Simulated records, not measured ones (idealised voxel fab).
Process module, titled voxel self aligned vias
The cross-section shown here is cut; it is 240 nm wide and divided into square cells measuring 5 nm on a side.
For the purposes of this document, a cross-section shall be understood as a grid of square cells, specified as bands listed in top-to-bottom order, each band consisting of one or more rows of cells. Per band: top height and bottom height in nm, followed by the left-to-right materials and their widths in nm; "everywhere" marks a single material spanning edge to edge, "empty" marks empty space. A quick word on heights: they are counted from 0, and under that level the wafer as it came to us is one material throughout. The lowest band is different from the rest in having no bottom; it simply continues downward, written as in "from 0 down". With a width like "30..40", each row of cells in the band differs from the next by the same amount, the top row carrying the first number and the bottom row the second. Reading "everything unchanged" for a step: not a cell of the cross-section changed in it. Basically, "Voids lacking openings" tells you about the enclosed voids: empty spaces with no open way to the top, 8 cells or bigger, each written width x height at distance, where distance is from the left edge, all in nm. It should be noted that, on the line of a given step, the content following the step's settings is a remark produced by the simulator itself with respect to that step. overlay nm: where the mask lay relative to plan, measured to the right, on steps with a mask; negatives go left. Pairs, read this way: before one process step on the one hand, after it on the other, the after cross-section ending at the lowest band that changed; the step between, settings included, beneath. Same starting wafer throughout, but possibly different runs of this module, so no pair continues from the pair above unless its entry headed "Prior state" says so.
## Prior state
	from 65 to 45 | lowk 35 nm, then empty 40 nm, then lowk 25 nm, then empty 40 nm, then lowk 25 nm, then empty 40 nm, then lowk 35 nm
	from 45 to 35 | lowk 40 nm, then empty 30 nm, then lowk 35 nm, then empty 30 nm, then lowk 35 nm, then empty 30 nm, then lowk 40 nm
	from 35 to 25 | lowk 40 nm, then TiN 5 nm, then W 20 nm, then TiN 5 nm, then lowk 35 nm, then TiN 5 nm, then W 20 nm, then TiN 5 nm, then lowk 35 nm, then TiN 5 nm, then W 20 nm, then TiN 5 nm, then lowk 40 nm
	from 25 to 20 | lowk 40 nm, then TiN 30 nm, then lowk 35 nm, then TiN 30 nm, then lowk 35 nm, then TiN 30 nm, then lowk 40 nm
	from 20 to 5 | SiO2 everywhere
	from 5 to 0 | SiCN everywhere
	from 0 down | Si everywhere
	Voids lacking openings: none
## Post-Step Cross-Section
	from 70 to 65 | TiN 40 nm, then empty 30 nm, then TiN 35 nm, then empty 30 nm, then TiN 35 nm, then empty 30 nm, then TiN 40 nm
	from 65 to 50 | lowk 35 nm, then TiN 5 nm, then empty 30 nm, then TiN 5 nm, then lowk 25 nm, then TiN 5 nm, then empty 30 nm, then TiN 5 nm, then lowk 25 nm, then TiN 5 nm, then empty 30 nm, then TiN 5 nm, then lowk 35 nm
	from 50 to 40 | lowk 35..40 nm, then TiN 10..5 nm, then empty 20 nm, then TiN 10..5 nm, then lowk 25..35 nm, then TiN 10..5 nm, then empty 20 nm, then TiN 10..5 nm, then lowk 25..35 nm, then TiN 10..5 nm, then empty 20 nm, then TiN 10..5 nm, then lowk 35..40 nm
	from 40 to 35 | lowk 40 nm, then TiN 30 nm, then lowk 35 nm, then TiN 30 nm, then lowk 35 nm, then TiN 30 nm, then lowk 40 nm
	At heights below 35, the structure remains unaltered.
	Voids lacking openings: none
Process step (between the before and after cross-sections above): CONFORMAL_DEP with material TiN, thk nm 5
Prior state: carried over from the after image of the pair right above.
## Post-Step Cross-Section
	from 75 to 70 | Cu everywhere
	from 70 to 65 | TiN 40 nm, then Cu 30 nm, then TiN 35 nm, then Cu 30 nm, then TiN 35 nm, then Cu 30 nm, then TiN 40 nm
	from 65 to 50 | lowk 35 nm, then TiN 5 nm, then Cu 30 nm, then TiN 5 nm, then lowk 25 nm, then TiN 5 nm, then Cu 30 nm, then TiN 5 nm, then lowk 25 nm, then TiN 5 nm, then Cu 30 nm, then TiN 5 nm, then lowk 35 nm
	from 50 to 40 | lowk 35..40 nm, then TiN 10..5 nm, then Cu 20 nm, then TiN 10..5 nm, then lowk 25..35 nm, then TiN 10..5 nm, then Cu 20 nm, then TiN 10..5 nm, then lowk 25..35 nm, then TiN 10..5 nm, then Cu 20 nm, then TiN 10..5 nm, then lowk 35..40 nm
	At heights below 40, the structure remains unaltered.
	Voids lacking openings: none
Process step (between the before and after cross-sections above): FILL_DEP with material Cu, thk nm 5
Prior state: carried over from the after image of the pair right above.
## Post-Step Cross-Section
	from 65 to 50 | lowk 35 nm, then TiN 5 nm, then Cu 30 nm, then TiN 5 nm, then lowk 25 nm, then TiN 5 nm, then Cu 30 nm, then TiN 5 nm, then lowk 25 nm, then TiN 5 nm, then Cu 30 nm, then TiN 5 nm, then lowk 35 nm
	At heights below 50, the structure remains unaltered.
	Voids lacking openings: none
Process step (between the before and after cross-sections above): CMP with height nm 65
Prior state: carried over from the after image of the pair right above.
## Post-Step Cross-Section
	from 70 to 65 | SiCN everywhere
	At heights below 65, the structure remains unaltered.
	Voids lacking openings: none
Process step (between the before and after cross-sections above): CONFORMAL_DEP with material SiCN, thk nm 5
## Prior state
	from 75 to 70 | Cu everywhere
	from 70 to 65 | TiN 40 nm, then Cu 30 nm, then TiN 35 nm, then Cu 30 nm, then TiN 35 nm, then Cu 30 nm, then TiN 40 nm
	from 65 to 50 | lowk 35 nm, then TiN 5 nm, then Cu 30 nm, then TiN 5 nm, then lowk 25 nm, then TiN 5 nm, then Cu 30 nm, then TiN 5 nm, then lowk 25 nm, then TiN 5 nm, then Cu 30 nm, then TiN 5 nm, then lowk 35 nm
	from 50 to 40 | lowk 35..40 nm, then TiN 10..5 nm, then Cu 20 nm, then TiN 10..5 nm, then lowk 25..35 nm, then TiN 10..5 nm, then Cu 20 nm, then TiN 10..5 nm, then lowk 25..35 nm, then TiN 10..5 nm, then Cu 20 nm, then TiN 10..5 nm, then lowk 35..40 nm
	from 40 to 35 | lowk 40 nm, then TiN 30 nm, then lowk 35 nm, then TiN 30 nm, then lowk 35 nm, then TiN 30 nm, then lowk 40 nm
	from 35 to 25 | lowk 40 nm, then TiN 5 nm, then W 20 nm, then TiN 5 nm, then lowk 35 nm, then TiN 5 nm, then W 20 nm, then TiN 5 nm, then lowk 35 nm, then TiN 5 nm, then W 20 nm, then TiN 5 nm, then lowk 40 nm
	from 25 to 20 | lowk 40 nm, then TiN 30 nm, then lowk 35 nm, then TiN 30 nm, then lowk 35 nm, then TiN 30 nm, then lowk 40 nm
	from 20 to 15 | SiCN everywhere
	from 15 to 0 | SiO2 everywhere
	from 0 down | Si everywhere
	Voids lacking openings: none
## Post-Step Cross-Section
	from 60 to 50 | lowk 35 nm, then TiN 5 nm, then Cu 30 nm, then TiN 5 nm, then lowk 25 nm, then TiN 5 nm, then Cu 30 nm, then TiN 5 nm, then lowk 25 nm, then TiN 5 nm, then Cu 30 nm, then TiN 5 nm, then lowk 35 nm
	At heights below 50, the structure remains unaltered.
	Voids lacking openings: none
Process step (between the before and after cross-sections above): CMP with height nm 60
Prior state: carried over from the after image of the pair right above.
## Post-Step Cross-Section
	from 65 to 60 | SiCN everywhere
	At heights below 60, the structure remains unaltered.
	Voids lacking openings: none
Process step (between the before and after cross-sections above): CONFORMAL_DEP with material SiCN, thk nm 5
## Prior state
	from 65 to 45 | lowk everywhere
	from 45 to 35 | lowk 40 nm, then SiN 30 nm, then lowk 35 nm, then SiN 30 nm, then lowk 35 nm, then SiN 30 nm, then lowk 40 nm
	from 35 to 25 | lowk 40 nm, then TiN 5 nm, then W 20 nm, then TiN 5 nm, then lowk 35 nm, then TiN 5 nm, then W 20 nm, then TiN 5 nm, then lowk 35 nm, then TiN 5 nm, then W 20 nm, then TiN 5 nm, then lowk 40 nm
	from 25 to 20 | lowk 40 nm, then TiN 30 nm, then lowk 35 nm, then TiN 30 nm, then lowk 35 nm, then TiN 30 nm, then lowk 40 nm
	from 20 to 15 | SiCN everywhere
	from 15 to 0 | SiO2 everywhere
	from 0 down | Si everywhere
	Voids lacking openings: none
## Post-Step Cross-Section
	from 80 to 65 | resist 40 nm, then empty 30 nm, then resist 35 nm, then empty 30 nm, then resist 35 nm, then empty 30 nm, then resist 40 nm
	At heights below 65, the structure remains unaltered.
	Voids lacking openings: none
Process step (between the before and after cross-sections above): PATTERN with tone open, mask id VIAS, material resist, width nm 30, pitch nm 65, thk nm 15, overlay nm 0
Prior state: carried over from the after image of the pair right above.
## Post-Step Cross-Section
	from 80 to 65 | resist 40 nm, then empty 30 nm, then resist 35 nm, then empty 30 nm, then resist 35 nm, then empty 30 nm, then resist 40 nm
	from 65 to 45 | lowk 40 nm, then empty 30 nm, then lowk 35 nm, then empty 30 nm, then lowk 35 nm, then empty 30 nm, then lowk 40 nm
	At heights below 45, the structure remains unaltered.
	Voids lacking openings: none
Process step (between the before and after cross-sections above): DIRECTIONAL_ETCH with etch materials lowk, depth nm 20
Prior state: carried over from the after image of the pair right above.
## Post-Step Cross-Section
	from 80 to 65 | resist 40 nm, then empty 30 nm, then resist 35 nm, then empty 30 nm, then resist 35 nm, then empty 30 nm, then resist 40 nm
	from 65 to 35 | lowk 40 nm, then empty 30 nm, then lowk 35 nm, then empty 30 nm, then lowk 35 nm, then empty 30 nm, then lowk 40 nm
	At heights below 35, the structure remains unaltered.
	Voids lacking openings: none
Process step (between the before and after cross-sections above): DIRECTIONAL_ETCH with etch materials SiN, depth nm 10
Prior state: carried over from the after image of the pair right above.
## Post-Step Cross-Section
	from 65 to 35 | lowk 40 nm, then empty 30 nm, then lowk 35 nm, then empty 30 nm, then lowk 35 nm, then empty 30 nm, then lowk 40 nm
	At heights below 35, the structure remains unaltered.
	Voids lacking openings: none
Process step (between the before and after cross-sections above): STRIP with etch materials resist
Prior state: carried over from the after image of the pair right above.
## Post-Step Cross-Section
	from 70 to 65 | TiN 45 nm, then empty 20 nm, then TiN 45 nm, then empty 20 nm, then TiN 45 nm, then empty 20 nm, then TiN 45 nm
	from 65 to 40 | lowk 40 nm, then TiN 5 nm, then empty 20 nm, then TiN 5 nm, then lowk 35 nm, then TiN 5 nm, then empty 20 nm, then TiN 5 nm, then lowk 35 nm, then TiN 5 nm, then empty 20 nm, then TiN 5 nm, then lowk 40 nm
	from 40 to 35 | lowk 40 nm, then TiN 30 nm, then lowk 35 nm, then TiN 30 nm, then lowk 35 nm, then TiN 30 nm, then lowk 40 nm
	At heights below 35, the structure remains unaltered.
	Voids lacking openings: none
Process step (between the before and after cross-sections above): CONFORMAL_DEP with material TiN, thk nm 5
Prior state: carried over from the after image of the pair right above.
## Post-Step Cross-Section
	from 75 to 70 | Cu everywhere
	from 70 to 65 | TiN 45 nm, then Cu 20 nm, then TiN 45 nm, then Cu 20 nm, then TiN 45 nm, then Cu 20 nm, then TiN 45 nm
	from 65 to 40 | lowk 40 nm, then TiN 5 nm, then Cu 20 nm, then TiN 5 nm, then lowk 35 nm, then TiN 5 nm, then Cu 20 nm, then TiN 5 nm, then lowk 35 nm, then TiN 5 nm, then Cu 20 nm, then TiN 5 nm, then lowk 40 nm
	At heights below 40, the structure remains unaltered.
	Voids lacking openings: none
Process step (between the before and after cross-sections above): FILL_DEP with material Cu, thk nm 5
Prior state: carried over from the after image of the pair right above.
## Post-Step Cross-Section
	from 65 to 40 | lowk 40 nm, then TiN 5 nm, then Cu 20 nm, then TiN 5 nm, then lowk 35 nm, then TiN 5 nm, then Cu 20 nm, then TiN 5 nm, then lowk 35 nm, then TiN 5 nm, then Cu 20 nm, then TiN 5 nm, then lowk 40 nm
	At heights below 40, the structure remains unaltered.
	Voids lacking openings: none
Process step (between the before and after cross-sections above): CMP with height nm 65
Prior state: carried over from the after image of the pair right above.
## Post-Step Cross-Section
	from 70 to 65 | SiCN everywhere
	At heights below 65, the structure remains unaltered.
	Voids lacking openings: none
Process step (between the before and after cross-sections above): CONFORMAL_DEP with material SiCN, thk nm 5
## Prior state
	from 65 to 45 | lowk everywhere
	from 45 to 35 | lowk 40 nm, then SiN 30 nm, then lowk 35 nm, then SiN 30 nm, then lowk 35 nm, then SiN 30 nm, then lowk 40 nm
	from 35 to 25 | lowk 40 nm, then TiN 5 nm, then W 20 nm, then TiN 5 nm, then lowk 35 nm, then TiN 5 nm, then W 20 nm, then TiN 5 nm, then lowk 35 nm, then TiN 5 nm, then W 20 nm, then TiN 5 nm, then lowk 40 nm
	from 25 to 20 | lowk 40 nm, then TiN 30 nm, then lowk 35 nm, then TiN 30 nm, then lowk 35 nm, then TiN 30 nm, then lowk 40 nm
	from 20 to 15 | SiCN everywhere
	from 15 to 0 | SiO2 everywhere
	from 0 down | Si everywhere
	Voids lacking openings: none
## Post-Step Cross-Section
	from 80 to 65 | resist 25 nm, then empty 40 nm, then resist 25 nm, then empty 40 nm, then resist 25 nm, then empty 40 nm, then resist 45 nm
	At heights below 65, the structure remains unaltered.
	Voids lacking openings: none
Process step (between the before and after cross-sections above): PATTERN with tone open, mask id VIAS, material resist, width nm 40, pitch nm 65, thk nm 15, overlay nm -10
Prior state: carried over from the after image of the pair right above.
## Post-Step Cross-Section
	from 80 to 65 | resist 25 nm, then empty 40 nm, then resist 25 nm, then empty 40 nm, then resist 25 nm, then empty 40 nm, then resist 45 nm
	from 65 to 45 | lowk 25 nm, then empty 40 nm, then lowk 25 nm, then empty 40 nm, then lowk 25 nm, then empty 40 nm, then lowk 45 nm
	At heights below 45, the structure remains unaltered.
	Voids lacking openings: none
Process step (between the before and after cross-sections above): DIRECTIONAL_ETCH with etch materials lowk, depth nm 20
Prior state: carried over from the after image of the pair right above.
## Post-Step Cross-Section
	from 80 to 65 | resist 25 nm, then empty 40 nm, then resist 25 nm, then empty 40 nm, then resist 25 nm, then empty 40 nm, then resist 45 nm
	from 65 to 45 | lowk 25 nm, then empty 40 nm, then lowk 25 nm, then empty 40 nm, then lowk 25 nm, then empty 40 nm, then lowk 45 nm
	from 45 to 35 | lowk 40 nm, then empty 25 nm, then SiN 5 nm, then lowk 35 nm, then empty 25 nm, then SiN 5 nm, then lowk 35 nm, then empty 25 nm, then SiN 5 nm, then lowk 40 nm
	At heights below 35, the structure remains unaltered.
	Voids lacking openings: none
Process step (between the before and after cross-sections above): DIRECTIONAL_ETCH with etch materials SiN, depth nm 10
Prior state: carried over from the after image of the pair right above.
## Post-Step Cross-Section
	from 65 to 45 | lowk 25 nm, then empty 40 nm, then lowk 25 nm, then empty 40 nm, then lowk 25 nm, then empty 40 nm, then lowk 45 nm
	At heights below 45, the structure remains unaltered.
	Voids lacking openings: none
Process step (between the before and after cross-sections above): STRIP with etch materials resist
Prior state: carried over from the after image of the pair right above.
## Post-Step Cross-Section
	from 70 to 65 | TiN 30 nm, then empty 30 nm, then TiN 35 nm, then empty 30 nm, then TiN 35 nm, then empty 30 nm, then TiN 50 nm
	from 65 to 50 | lowk 25 nm, then TiN 5 nm, then empty 30 nm, then TiN 5 nm, then lowk 25 nm, then TiN 5 nm, then empty 30 nm, then TiN 5 nm, then lowk 25 nm, then TiN 5 nm, then empty 30 nm, then TiN 5 nm, then lowk 45 nm
	from 50 to 45 | lowk 25 nm, then TiN 20 nm, then empty 15 nm, then TiN 5 nm, then lowk 25 nm, then TiN 20 nm, then empty 15 nm, then TiN 5 nm, then lowk 25 nm, then TiN 20 nm, then empty 15 nm, then TiN 5 nm, then lowk 45 nm
	from 45 to 40 | lowk 40 nm, then TiN 5 nm, then empty 15 nm, then TiN 5 nm, then SiN 5 nm, then lowk 35 nm, then TiN 5 nm, then empty 15 nm, then TiN 5 nm, then SiN 5 nm, then lowk 35 nm, then TiN 5 nm, then empty 15 nm, then TiN 5 nm, then SiN 5 nm, then lowk 40 nm
	from 40 to 35 | lowk 40 nm, then TiN 25 nm, then SiN 5 nm, then lowk 35 nm, then TiN 25 nm, then SiN 5 nm, then lowk 35 nm, then TiN 25 nm, then SiN 5 nm, then lowk 40 nm
	At heights below 35, the structure remains unaltered.
	Voids lacking openings: none
Process step (between the before and after cross-sections above): CONFORMAL_DEP with material TiN, thk nm 5
Prior state: carried over from the after image of the pair right above.
## Post-Step Cross-Section
	from 75 to 70 | Cu everywhere
	from 70 to 65 | TiN 30 nm, then Cu 30 nm, then TiN 35 nm, then Cu 30 nm, then TiN 35 nm, then Cu 30 nm, then TiN 50 nm
	from 65 to 50 | lowk 25 nm, then TiN 5 nm, then Cu 30 nm, then TiN 5 nm, then lowk 25 nm, then TiN 5 nm, then Cu 30 nm, then TiN 5 nm, then lowk 25 nm, then TiN 5 nm, then Cu 30 nm, then TiN 5 nm, then lowk 45 nm
	from 50 to 45 | lowk 25 nm, then TiN 20 nm, then Cu 15 nm, then TiN 5 nm, then lowk 25 nm, then TiN 20 nm, then Cu 15 nm, then TiN 5 nm, then lowk 25 nm, then TiN 20 nm, then Cu 15 nm, then TiN 5 nm, then lowk 45 nm
	from 45 to 40 | lowk 40 nm, then TiN 5 nm, then Cu 15 nm, then TiN 5 nm, then SiN 5 nm, then lowk 35 nm, then TiN 5 nm, then Cu 15 nm, then TiN 5 nm, then SiN 5 nm, then lowk 35 nm, then TiN 5 nm, then Cu 15 nm, then TiN 5 nm, then SiN 5 nm, then lowk 40 nm
	At heights below 40, the structure remains unaltered.
	Voids lacking openings: none
Process step (between the before and after cross-sections above): FILL_DEP with material Cu, thk nm 5
Prior state: carried over from the after image of the pair right above.
## Post-Step Cross-Section
	from 65 to 50 | lowk 25 nm, then TiN 5 nm, then Cu 30 nm, then TiN 5 nm, then lowk 25 nm, then TiN 5 nm, then Cu 30 nm, then TiN 5 nm, then lowk 25 nm, then TiN 5 nm, then Cu 30 nm, then TiN 5 nm, then lowk 45 nm
	At heights below 50, the structure remains unaltered.
	Voids lacking openings: none
Process step (between the before and after cross-sections above): CMP with height nm 65
Prior state: carried over from the after image of the pair right above.
## Post-Step Cross-Section
	from 70 to 65 | SiCN everywhere
	At heights below 65, the structure remains unaltered.
	Voids lacking openings: none
Process step (between the before and after cross-sections above): CONFORMAL_DEP with material SiCN, thk nm 5
## Prior state
	from 50 to 45 | TiN 45 nm, then empty 20 nm, then TiN 45 nm, then empty 20 nm, then TiN 45 nm, then empty 20 nm, then TiN 45 nm
	from 45 to 25 | lowk 40 nm, then TiN 5 nm, then empty 20 nm, then TiN 5 nm, then lowk 35 nm, then TiN 5 nm, then empty 20 nm, then TiN 5 nm, then lowk 35 nm, then TiN 5 nm, then empty 20 nm, then TiN 5 nm, then lowk 40 nm
	from 25 to 20 | lowk 40 nm, then TiN 30 nm, then lowk 35 nm, then TiN 30 nm, then lowk 35 nm, then TiN 30 nm, then lowk 40 nm
	from 20 to 15 | SiCN everywhere
	from 15 to 0 | SiO2 everywhere
	from 0 down | Si everywhere
	Voids lacking openings: none
## Post-Step Cross-Section
	from 60 to 50 | lowk everywhere
	from 50 to 45 | TiN 45 nm, then lowk 20 nm, then TiN 45 nm, then lowk 20 nm, then TiN 45 nm, then lowk 20 nm, then TiN 45 nm
	from 45 to 25 | lowk 40 nm, then TiN 5 nm, then lowk 20 nm, then TiN 5 nm, then lowk 35 nm, then TiN 5 nm, then lowk 20 nm, then TiN 5 nm, then lowk 35 nm, then TiN 5 nm, then lowk 20 nm, then TiN 5 nm, then lowk 40 nm
	At heights below 25, the structure remains unaltered.
	Voids lacking openings: none
Process step (between the before and after cross-sections above): FILL_DEP with material lowk, thk nm 10
Prior state: carried over from the after image of the pair right above.
## Post-Step Cross-Section
	from 45 to 25 | lowk 40 nm, then TiN 5 nm, then lowk 20 nm, then TiN 5 nm, then lowk 35 nm, then TiN 5 nm, then lowk 20 nm, then TiN 5 nm, then lowk 35 nm, then TiN 5 nm, then lowk 20 nm, then TiN 5 nm, then lowk 40 nm
	At heights below 25, the structure remains unaltered.
	Voids lacking openings: none
Process step (between the before and after cross-sections above): CMP with height nm 45
Prior state: carried over from the after image of the pair right above.
## Post-Step Cross-Section
	from 45 to 35 | lowk 40 nm, then empty 5 nm, then lowk 20 nm, then empty 5 nm, then lowk 35 nm, then empty 5 nm, then lowk 20 nm, then empty 5 nm, then lowk 35 nm, then empty 5 nm, then lowk 20 nm, then empty 5 nm, then lowk 40 nm
	At heights below 35, the structure remains unaltered.
	Voids lacking openings: none
Process step (between the before and after cross-sections above): SELECTIVE_ETCH with etch materials W Ru TiN, depth nm 10
Prior state: carried over from the after image of the pair right above.
## Post-Step Cross-Section
	from 50 to 45 | SiN everywhere
	from 45 to 35 | lowk 40 nm, then SiN 5 nm, then lowk 20 nm, then SiN 5 nm, then lowk 35 nm, then SiN 5 nm, then lowk 20 nm, then SiN 5 nm, then lowk 35 nm, then SiN 5 nm, then lowk 20 nm, then SiN 5 nm, then lowk 40 nm
	At heights below 35, the structure remains unaltered.
	Voids lacking openings: none
Process step (between the before and after cross-sections above): FILL_DEP with material SiN, thk nm 5
Prior state: carried over from the after image of the pair right above.
## Post-Step Cross-Section
	from 45 to 35 | lowk 40 nm, then SiN 5 nm, then lowk 20 nm, then SiN 5 nm, then lowk 35 nm, then SiN 5 nm, then lowk 20 nm, then SiN 5 nm, then lowk 35 nm, then SiN 5 nm, then lowk 20 nm, then SiN 5 nm, then lowk 40 nm
	At heights below 35, the structure remains unaltered.
	Voids lacking openings: none
Process step (between the before and after cross-sections above): CMP with height nm 45
Prior state: carried over from the after image of the pair right above.
## Post-Step Cross-Section
	from 65 to 45 | lowk everywhere
	At heights below 45, the structure remains unaltered.
	Voids lacking openings: none
Process step (between the before and after cross-sections above): DIRECTIONAL_DEP with material lowk, thk nm 20
Prior state: carried over from the after image of the pair right above.
## Post-Step Cross-Section
	from 80 to 65 | resist 35 nm, then empty 40 nm, then resist 25 nm, then empty 40 nm, then resist 25 nm, then empty 40 nm, then resist 35 nm
	At heights below 65, the structure remains unaltered.
	Voids lacking openings: none
Process step (between the before and after cross-sections above): PATTERN with tone open, mask id VIAS, material resist, width nm 40, pitch nm 65, thk nm 15, overlay nm 0
Prior state: carried over from the after image of the pair right above.
## Post-Step Cross-Section
	from 80 to 65 | resist 35 nm, then empty 40 nm, then resist 25 nm, then empty 40 nm, then resist 25 nm, then empty 40 nm, then resist 35 nm
	from 65 to 45 | lowk 35 nm, then empty 40 nm, then lowk 25 nm, then empty 40 nm, then lowk 25 nm, then empty 40 nm, then lowk 35 nm
	At heights below 45, the structure remains unaltered.
	Voids lacking openings: none
Process step (between the before and after cross-sections above): DIRECTIONAL_ETCH with etch materials lowk, depth nm 20
Prior state: carried over from the after image of the pair right above.
## Post-Step Cross-Section
	from 80 to 65 | resist 35 nm, then empty 40 nm, then resist 25 nm, then empty 40 nm, then resist 25 nm, then empty 40 nm, then resist 35 nm
	from 65 to 45 | lowk 35 nm, then empty 40 nm, then lowk 25 nm, then empty 40 nm, then lowk 25 nm, then empty 40 nm, then lowk 35 nm
	from 45 to 35 | lowk 40 nm, then empty 5 nm, then lowk 20 nm, then empty 5 nm, then lowk 35 nm, then empty 5 nm, then lowk 20 nm, then empty 5 nm, then lowk 35 nm, then empty 5 nm, then lowk 20 nm, then empty 5 nm, then lowk 40 nm
	At heights below 35, the structure remains unaltered.
	Voids lacking openings: none
Process step (between the before and after cross-sections above): DIRECTIONAL_ETCH with etch materials SiN, depth nm 10
Prior state: carried over from the after image of the pair right above.
## Post-Step Cross-Section
	from 65 to 45 | lowk 35 nm, then empty 40 nm, then lowk 25 nm, then empty 40 nm, then lowk 25 nm, then empty 40 nm, then lowk 35 nm
	At heights below 45, the structure remains unaltered.
	Voids lacking openings: none
Process step (between the before and after cross-sections above): STRIP with etch materials resist
Prior state: carried over from the after image of the pair right above.
## Post-Step Cross-Section
	from 70 to 65 | TiN 40 nm, then empty 30 nm, then TiN 35 nm, then empty 30 nm, then TiN 35 nm, then empty 30 nm, then TiN 40 nm
	from 65 to 50 | lowk 35 nm, then TiN 5 nm, then empty 30 nm, then TiN 5 nm, then lowk 25 nm, then TiN 5 nm, then empty 30 nm, then TiN 5 nm, then lowk 25 nm, then TiN 5 nm, then empty 30 nm, then TiN 5 nm, then lowk 35 nm
	from 50 to 45 | lowk 35 nm, then TiN 40 nm, then lowk 25 nm, then TiN 40 nm, then lowk 25 nm, then TiN 40 nm, then lowk 35 nm
	from 45 to 25 | lowk 40 nm, then TiN 5 nm, then lowk 20 nm, then TiN 5 nm, then lowk 35 nm, then TiN 5 nm, then lowk 20 nm, then TiN 5 nm, then lowk 35 nm, then TiN 5 nm, then lowk 20 nm, then TiN 5 nm, then lowk 40 nm
	At heights below 25, the structure remains unaltered.
	Voids lacking openings: none
Process step (between the before and after cross-sections above): CONFORMAL_DEP with material TiN, thk nm 5
Prior state: carried over from the after image of the pair right above.
## Post-Step Cross-Section
	from 75 to 70 | Cu everywhere
	from 70 to 65 | TiN 40 nm, then Cu 30 nm, then TiN 35 nm, then Cu 30 nm, then TiN 35 nm, then Cu 30 nm, then TiN 40 nm
	from 65 to 50 | lowk 35 nm, then TiN 5 nm, then Cu 30 nm, then TiN 5 nm, then lowk 25 nm, then TiN 5 nm, then Cu 30 nm, then TiN 5 nm, then lowk 25 nm, then TiN 5 nm, then Cu 30 nm, then TiN 5 nm, then lowk 35 nm
	At heights below 50, the structure remains unaltered.
	Voids lacking openings: none
Process step (between the before and after cross-sections above): FILL_DEP with material Cu, thk nm 5
Prior state: carried over from the after image of the pair right above.
## Post-Step Cross-Section
	from 65 to 50 | lowk 35 nm, then TiN 5 nm, then Cu 30 nm, then TiN 5 nm, then lowk 25 nm, then TiN 5 nm, then Cu 30 nm, then TiN 5 nm, then lowk 25 nm, then TiN 5 nm, then Cu 30 nm, then TiN 5 nm, then lowk 35 nm
	At heights below 50, the structure remains unaltered.
	Voids lacking openings: none
Process step (between the before and after cross-sections above): CMP with height nm 65
Prior state: carried over from the after image of the pair right above.
## Post-Step Cross-Section
	from 70 to 65 | SiCN everywhere
	At heights below 65, the structure remains unaltered.
	Voids lacking openings: none
Process step (between the before and after cross-sections above): CONFORMAL_DEP with material SiCN, thk nm 5
## Prior state
	from 65 to 45 | lowk everywhere
	from 45 to 35 | lowk 40 nm, then SiN 30 nm, then lowk 35 nm, then SiN 30 nm, then lowk 35 nm, then SiN 30 nm, then lowk 40 nm
	from 35 to 25 | lowk 40 nm, then TiN 5 nm, then W 20 nm, then TiN 5 nm, then lowk 35 nm, then TiN 5 nm, then W 20 nm, then TiN 5 nm, then lowk 35 nm, then TiN 5 nm, then W 20 nm, then TiN 5 nm, then lowk 40 nm
	from 25 to 20 | lowk 40 nm, then TiN 30 nm, then lowk 35 nm, then TiN 30 nm, then lowk 35 nm, then TiN 30 nm, then lowk 40 nm
	from 20 to 15 | SiCN everywhere
	from 15 to 0 | SiO2 everywhere
	from 0 down | Si everywhere
	Voids lacking openings: none
## Post-Step Cross-Section
	from 80 to 65 | empty 35 nm, then resist 40 nm, then empty 25 nm, then resist 40 nm, then empty 25 nm, then resist 40 nm, then empty 35 nm
	At heights below 65, the structure remains unaltered.
	Voids lacking openings: none
Process step (between the before and after cross-sections above): PATTERN with tone cover, mask id VIAS, material resist, width nm 40, pitch nm 65, thk nm 15, overlay nm 0
Prior state: carried over from the after image of the pair right above.
## Post-Step Cross-Section
	from 80 to 65 | empty 35 nm, then resist 40 nm, then empty 25 nm, then resist 40 nm, then empty 25 nm, then resist 40 nm, then empty 35 nm
	from 65 to 45 | empty 35 nm, then lowk 40 nm, then empty 25 nm, then lowk 40 nm, then empty 25 nm, then lowk 40 nm, then empty 35 nm
	At heights below 45, the structure remains unaltered.
	Voids lacking openings: none
Process step (between the before and after cross-sections above): DIRECTIONAL_ETCH with etch materials lowk, depth nm 20
Prior state: carried over from the after image of the pair right above.
## Post-Step Cross-Section
	from 65 to 45 | empty 35 nm, then lowk 40 nm, then empty 25 nm, then lowk 40 nm, then empty 25 nm, then lowk 40 nm, then empty 35 nm
	At heights below 45, the structure remains unaltered.
	Voids lacking openings: none
Process step (between the before and after cross-sections above): STRIP with etch materials resist
Prior state: carried over from the after image of the pair right above.
## Post-Step Cross-Section
	from 70 to 65 | empty 30 nm, then TiN 50 nm, then empty 15 nm, then TiN 50 nm, then empty 15 nm, then TiN 50 nm, then empty 30 nm
	from 65 to 50 | empty 30 nm, then TiN 5 nm, then lowk 40 nm, then TiN 5 nm, then empty 15 nm, then TiN 5 nm, then lowk 40 nm, then TiN 5 nm, then empty 15 nm, then TiN 5 nm, then lowk 40 nm, then TiN 5 nm, then empty 30 nm
	from 50 to 45 | TiN 35 nm, then lowk 40 nm, then TiN 25 nm, then lowk 40 nm, then TiN 25 nm, then lowk 40 nm, then TiN 35 nm
	At heights below 45, the structure remains unaltered.
	Voids lacking openings: none
Process step (between the before and after cross-sections above): CONFORMAL_DEP with material TiN, thk nm 5
Prior state: carried over from the after image of the pair right above.
## Post-Step Cross-Section
	from 75 to 70 | Cu everywhere
	from 70 to 65 | Cu 30 nm, then TiN 50 nm, then Cu 15 nm, then TiN 50 nm, then Cu 15 nm, then TiN 50 nm, then Cu 30 nm
	from 65 to 50 | Cu 30 nm, then TiN 5 nm, then lowk 40 nm, then TiN 5 nm, then Cu 15 nm, then TiN 5 nm, then lowk 40 nm, then TiN 5 nm, then Cu 15 nm, then TiN 5 nm, then lowk 40 nm, then TiN 5 nm, then Cu 30 nm
	At heights below 50, the structure remains unaltered.
	Voids lacking openings: none
Process step (between the before and after cross-sections above): FILL_DEP with material Cu, thk nm 5
Prior state: carried over from the after image of the pair right above.
## Post-Step Cross-Section
	from 65 to 50 | Cu 30 nm, then TiN 5 nm, then lowk 40 nm, then TiN 5 nm, then Cu 15 nm, then TiN 5 nm, then lowk 40 nm, then TiN 5 nm, then Cu 15 nm, then TiN 5 nm, then lowk 40 nm, then TiN 5 nm, then Cu 30 nm
	At heights below 50, the structure remains unaltered.
	Voids lacking openings: none
Process step (between the before and after cross-sections above): CMP with height nm 65
Prior state: carried over from the after image of the pair right above.
## Post-Step Cross-Section
	from 70 to 65 | SiCN everywhere
	At heights below 65, the structure remains unaltered.
	Voids lacking openings: none
Process step (between the before and after cross-sections above): CONFORMAL_DEP with material SiCN, thk nm 5
